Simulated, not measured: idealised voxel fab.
The following process module bears the name voxel self aligned vias.
Cross-section cut spans 285 nm and uses square cells 5 nm in size.
Cross-section format: a grid of square cells, given as bands from top to bottom; each band is one or more rows of cells.
First you get the band's top height and its bottom height, in nm, and then the materials it's made of, left to right, with each width in nm. If you see a single material with "full width", that one covers the band edge to edge. "air" is empty space.
Below 0: as-received wafer, all one material; heights counted from there. Lowest band: no bottom, goes on down, written "0 down".
Graded width ("30 to 40"): value in top row of band = first number; value in bottom row = second number; row-to-row change constant.
When a step is marked "no modification", none of the cells in the cross-section changed during that step.
Cavities, sealed: empty space of 8 cells or more with no open way to the top, each as width x height at its distance from the left edge, in nm
Where a step's line continues beyond its settings, the continuation is a remark by the simulator itself on that step.
overlay nm: how far to the right of its planned place the mask lay on this masked step (negative: to the left).

The following list gives the planned process steps:
| 1 | RECEIVE,material Si |
| 2 | CONFORMAL_DEP,material SiO2,thk nm 15 |
| 3 | CONFORMAL_DEP,material SiCN,thk nm 5 |
| 4 | DIRECTIONAL_DEP,material lowk,thk nm 30 |
| 5 | DIRECTIONAL_DEP,material aC,thk nm 10 |
| 6 | PATTERN,tone open,mask id LINES,material resist,width nm 30,pitch nm 55,thk nm 25,overlay nm 0 |
| 7 | DIRECTIONAL_ETCH,etch materials aC,depth nm 10 |
| 8 | STRIP,etch materials resist |
| 9 | DIRECTIONAL_ETCH,etch materials lowk,depth nm 30 |
| 10 | STRIP,etch materials aC |
| 11 | CONFORMAL_DEP,material TiN,thk nm 5 |
| 12 | FILL_DEP,material W,thk nm 10 |
| 13 | CMP,height nm 50 |
| 14 | SELECTIVE_ETCH,etch materials W Ru TiN,depth nm 5 |
| 15 | FILL_DEP,material SiN,thk nm 5 |
| 16 | CMP,height nm 50 |
| 17 | DIRECTIONAL_DEP,material lowk,thk nm 20 |
| 18 | PATTERN,tone open,mask id VIAS,material resist,width nm 40,thk nm 20,overlay nm 0 |
| 19 | DIRECTIONAL_ETCH,etch materials lowk,depth nm 20 |
| 20 | DIRECTIONAL_ETCH,etch materials SiN,depth nm 5 |
| 21 | STRIP,etch materials resist |
| 22 | CONFORMAL_DEP,material TiN,thk nm 5 |
| 23 | FILL_DEP,material W,thk nm 10 |
| 24 | CMP,height nm 70 |
| 25 | CONFORMAL_DEP,material SiN,thk nm 5 |

Cross-section: wafer on arrival = after step 1:
  0 down: Si full width
  Cavities, sealed: none

Cross-section taken at module completion on the first of two wafers; processed per the plan:
  75 to 70: SiN full width
  70 to 55: 95 lowk, then 5 TiN, then 30 W, then 5 TiN, then 150 lowk
  55 to 50: 95 lowk, then 10 TiN, then 20 W, then 10 TiN, then 150 lowk
  50 to 45: 100 lowk, then 30 TiN, then 25 lowk, then 30 SiN, then 100 lowk
  45 to 25: 100 lowk, then 5 TiN, then 20 W, then 5 TiN, then 25 lowk, then 5 TiN, then 20 W, then 5 TiN, then 100 lowk
  25 to 20: 100 lowk, then 30 TiN, then 25 lowk, then 30 TiN, then 100 lowk
  20 to 15: SiCN full width
  15 to 0: SiO2 full width
  0 down: Si full width
  Cavities, sealed: none

Second of two wafers, module complete, sectioned: it shares the first wafer's start and plan but was run with one mistake:
  75 to 70: SiN full width
  70 to 55: 95 lowk, then 5 TiN, then 30 W, then 5 TiN, then 150 lowk
  55 to 50: 95 lowk, then 10 TiN, then 20 W, then 10 TiN, then 150 lowk
  50 to 45: 100 lowk, then 30 TiN, then 25 lowk, then 30 SiN, then 100 lowk
  45 to 25: 100 lowk, then 5 TiN, then 20 W, then 5 TiN, then 25 lowk, then 5 TiN, then 20 W, then 5 TiN, then 100 lowk
  25 to 20: 100 lowk, then 30 TiN, then 25 lowk, then 30 TiN, then 100 lowk
  20 to 5: SiO2 full width
  5 to 0: SiCN full width
  0 down: Si full width
  Cavities, sealed: none
Where did the run depart from the plan? plan vs actual: 2 and 3 interchanged
Heads up: at the end the two wafers have identical cell counts per material, they're just laid out differently.
